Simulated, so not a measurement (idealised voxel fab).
process module | voxel capacitor over wiring
Section cut is 180 nm wide and gridded with 5 nm square cells.
Square cells in a grid make up a cross-section in this document, and the grid is given as bands, listed from the top down, each one or more rows of cells.
Heads up on the band format: heights come first, top then bottom, in nm. After that it's the materials left to right, each with its width in nm. A single material flagged "everywhere" fills the whole band edge to edge, and "empty" means there's empty space there.
Ref level 0: as-received wafer is one material below here. Bottom band extends down with no lower bound ("0 down").
Width: "30..40" (first number = top row, second number = bottom row, same change from row to row of cells).
Given "nothing got changed" for a step, no cell of the cross-section differs between before and after that step.
Empty spaces without an open route to the top, at least 8 cells in extent, make up the entry "Fully sealed voids"; each is given as width x height at distance, where the distance is measured from the left edge, and all are in nm.
If you see something after the settings on a step's line, that's the simulator's own remark about that step.
Steps that use a mask can have "overlay nm" on their line. It says how far the mask sat to the right of where it was meant to be. Negative means to the left.

Here's what the planned process steps look like
1) RECEIVE [material Si]
2) CONFORMAL_DEP [material SiO2] [thk nm 15]
3) DIRECTIONAL_DEP [material TiN] [thk nm 5]
4) DIRECTIONAL_DEP [material W] [thk nm 20]
5) MASKED_ETCH [tone cover] [mask id METAL_1] [width nm 20] [pitch nm 75] [etch materials W] [depth nm 20] [overlay nm 0]
6) MASKED_ETCH [tone cover] [mask id METAL_1] [width nm 20] [pitch nm 75] [etch materials TiN] [depth nm 5] [overlay nm 0]
7) CONFORMAL_DEP [material SiCN] [thk nm 5]
8) FILL_DEP [material SiO2] [thk nm 10]
9) CMP [height nm 40]
10) CONFORMAL_DEP [material SiCN] [thk nm 5]
11) DIRECTIONAL_DEP [material lowk] [thk nm 20]
12) DIRECTIONAL_DEP [material aC] [thk nm 10]
13) PATTERN [tone open] [mask id PLUG_1] [material resist] [width nm 15] [thk nm 25] [overlay nm 0]
14) DIRECTIONAL_ETCH [etch materials aC] [depth nm 10]
15) STRIP [etch materials resist]
16) DIRECTIONAL_ETCH [etch materials lowk] [depth nm 20]
17) DIRECTIONAL_ETCH [etch materials SiCN] [depth nm 5]
18) STRIP [etch materials aC]
19) CONFORMAL_DEP [material TiN] [thk nm 5]
20) FILL_DEP [material Ru] [thk nm 5]
21) CMP [height nm 65]
22) DIRECTIONAL_DEP [material TiN] [thk nm 5]
23) DIRECTIONAL_DEP [material HfO2] [thk nm 5]
24) DIRECTIONAL_DEP [material TiN] [thk nm 5]
25) MASKED_ETCH [tone cover] [mask id UPPER_PLATE] [width nm 60] [etch materials TiN] [depth nm 5] [overlay nm 0]
26) MASKED_ETCH [tone cover] [mask id UPPER_PLATE] [width nm 60] [etch materials HfO2] [depth nm 5] [overlay nm 0]
27) MASKED_ETCH [tone cover] [mask id LOWER_PLATE] [width nm 70] [etch materials TiN] [depth nm 5] [overlay nm 0]
28) FILL_DEP [material SiO2] [thk nm 20]
29) CMP [height nm 95]
30) PATTERN [tone open] [mask id PLUG_2] [material resist] [width nm 15] [thk nm 20] [overlay nm 0]
31) DIRECTIONAL_ETCH [etch materials SiO2] [depth nm 15]
32) STRIP [etch materials resist]
33) CONFORMAL_DEP [material TiN] [thk nm 5]
34) FILL_DEP [material Ru] [thk nm 10]
35) CMP [height nm 95]
36) CONFORMAL_DEP [material SiN] [thk nm 5]

Step 1 complete: cross-section of the wafer as received
0 down | Si everywhere
Fully sealed voids: none

Post-module cross-section of the first of two wafers (run per plan)
100 to 95 | SiN everywhere
95 to 85 | 55 nm SiO2 | 5 nm TiN | 5 nm Ru | 5 nm TiN | 110 nm SiO2
85 to 75 | 55..45 nm SiO2 | 15..60 nm TiN | 110..75 nm SiO2
75 to 70 | 45 nm SiO2 | 60 nm HfO2 | 75 nm SiO2
70 to 65 | 40 nm SiO2 | 70 nm TiN | 70 nm SiO2
65 to 45 | 45 nm lowk | 5 nm TiN | 5 nm Ru | 5 nm TiN | 120 nm lowk
45 to 40 | 45 nm SiCN | 15 nm TiN | 120 nm SiCN
40 to 20 | 35 nm SiO2 | 5 nm SiCN | 20 nm W | 5 nm SiCN | 45 nm SiO2 | 5 nm SiCN | 20 nm W | 5 nm SiCN | 40 nm SiO2
20 to 15 | 40 nm SiCN | 20 nm TiN | 55 nm SiCN | 20 nm TiN | 45 nm SiCN
15 to 0 | SiO2 everywhere
0 down | Si everywhere
Fully sealed voids: none

Presented here is a cross-section of the second of the two wafers as it stood at the end of the module. It was started in the same manner and assigned the same plan as the first wafer; however, one mistake was made in its execution
100 to 95 | SiN everywhere
95 to 85 | 55 nm SiO2 | 5 nm TiN | 5 nm Ru | 5 nm TiN | 110 nm SiO2
85 to 75 | 55..45 nm SiO2 | 15..60 nm TiN | 110..75 nm SiO2
75 to 70 | 45 nm SiO2 | 60 nm HfO2 | 75 nm SiO2
70 to 65 | 40 nm SiO2 | 70 nm TiN | 70 nm SiO2
65 to 45 | 45 nm lowk | 5 nm TiN | 10 nm Ru | 5 nm TiN | 115 nm lowk
45 to 40 | 45 nm SiCN | 20 nm TiN | 115 nm SiCN
40 to 20 | 35 nm SiO2 | 5 nm SiCN | 20 nm W | 5 nm SiCN | 45 nm SiO2 | 5 nm SiCN | 20 nm W | 5 nm SiCN | 40 nm SiO2
20 to 15 | 40 nm SiCN | 20 nm TiN | 55 nm SiCN | 20 nm TiN | 45 nm SiCN
15 to 0 | SiO2 everywhere
0 down | Si everywhere
Fully sealed voids: none
what went wrong: heads up, step 13 didn't go per plan, it actually ran as PATTERN [tone open] [mask id PLUG_1] [material resist] [width nm 20] [thk nm 25] [overlay nm 0]
Count the cells at the end and the second wafer has more or fewer of some materials than the first: 4 more of Ru; 1 fewer of SiCN; 1 more of TiN; 4 fewer of lowk
